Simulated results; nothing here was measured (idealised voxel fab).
process module | voxel fin reveal
Cross-section cut spans 250 nm and uses square cells 5 nm in size.
Cross-sections here: square-cell grids, written as top-down lists of bands, a band being one or more rows of cells.
It is stipulated that each band's entry specify, in nanometres, the height of the top of the band and then that of its bottom, followed by the materials of the band in left-to-right sequence, each together with its width in nanometres. A single material marked by the word "full width" is understood to fill the band from edge to edge; the word "blank" is understood to denote empty space.
Ref level 0: as-received wafer is one material below here. Bottom band extends down with no lower bound ("top 0, no bottom").
The width entry "30 to 40" should be interpreted row by row: the top row of cells in the band takes the first number, the bottom row takes the second number, and the change between adjacent rows is uniform throughout.
Reading "no modifications" for a step: not a cell of the cross-section changed in it.
"Closed void entries" contains a list of empty spaces, each no smaller than 8 cells and without an open way to the top, written in the form width x height at distance with the distance from the left edge and all three in nm.
That trailing text on a step's line, after the settings, is the simulator's own remark on the step.
The "overlay nm" setting may appear on a step's line; for a step that uses a mask, it gives how far to the right of its planned position the mask lay, and a negative value indicates the left.

Planned step list for the process:
1,RECEIVE, material Si
2,CONFORMAL_DEP, material SiN, thk nm 5
3,PATTERN, tone cover, mask id FINS, material resist, width nm 15, pitch nm 45, thk nm 20, overlay nm 0
4,DIRECTIONAL_ETCH, etch materials SiN, depth nm 5
5,DIRECTIONAL_ETCH, etch materials Si, depth nm 35
6,STRIP, etch materials resist
7,FILL_DEP, material SiO2, thk nm 5
8,CMP, height nm 5
9,SELECTIVE_ETCH, etch materials SiO2, depth nm 15
10,STRIP, etch materials SiN
11,CONFORMAL_DEP, material HfO2, thk nm 5

Cross-section of the wafer as it came to us, i.e., already through step 1:
* top 0, no bottom | Si full width
* Closed void entries: none

As-planned run: cross-section of the first of two wafers at end of module:
* top 5, bottom 0 | blank: 45  HfO2: 25  blank: 20  HfO2: 25  blank: 20  HfO2: 25  blank: 20  HfO2: 25  blank: 45
* top 0, bottom -5 | blank: 45  HfO2: 5  Si: 15  HfO2: 5  blank: 20  HfO2: 5  Si: 15  HfO2: 5  blank: 20  HfO2: 5  Si: 15  HfO2: 5  blank: 20  HfO2: 5  Si: 15  HfO2: 5  blank: 45
* top -5, bottom -10 | HfO2: 50  Si: 15  HfO2: 30  Si: 15  HfO2: 30  Si: 15  HfO2: 30  Si: 15  HfO2: 50
* top -10, bottom -35 | SiO2: 50  Si: 15  SiO2: 30  Si: 15  SiO2: 30  Si: 15  SiO2: 30  Si: 15  SiO2: 50
* top -35, no bottom | Si full width
* Closed void entries: none

Wafer two (of two), end-of-module cross-section: start = wafer one, plan = wafer one, one run mistake:
* top 5, bottom 0 | blank: 45  HfO2: 30  blank: 15  HfO2: 30  blank: 15  HfO2: 30  blank: 15  HfO2: 30  blank: 40
* top 0, bottom -5 | blank: 45  HfO2: 5  Si: 20  HfO2: 5  blank: 15  HfO2: 5  Si: 20  HfO2: 5  blank: 15  HfO2: 5  Si: 20  HfO2: 5  blank: 15  HfO2: 5  Si: 20  HfO2: 5  blank: 40
* top -5, bottom -10 | HfO2: 50  Si: 20  HfO2: 25  Si: 20  HfO2: 25  Si: 20  HfO2: 25  Si: 20  HfO2: 45
* top -10, bottom -35 | SiO2: 50  Si: 20  SiO2: 25  Si: 20  SiO2: 25  Si: 20  SiO2: 25  Si: 20  SiO2: 45
* top -35, no bottom | Si full width
* Closed void entries: none
Where did the run depart from the plan? note that step 3 departed from the planned setting and was carried out as PATTERN, tone cover, mask id FINS, material resist, width nm 20, pitch nm 45, thk nm 20, overlay nm 0
Final difference in cells, second wafer against first, listed per material as more or fewer: Si +28, SiO2 -20
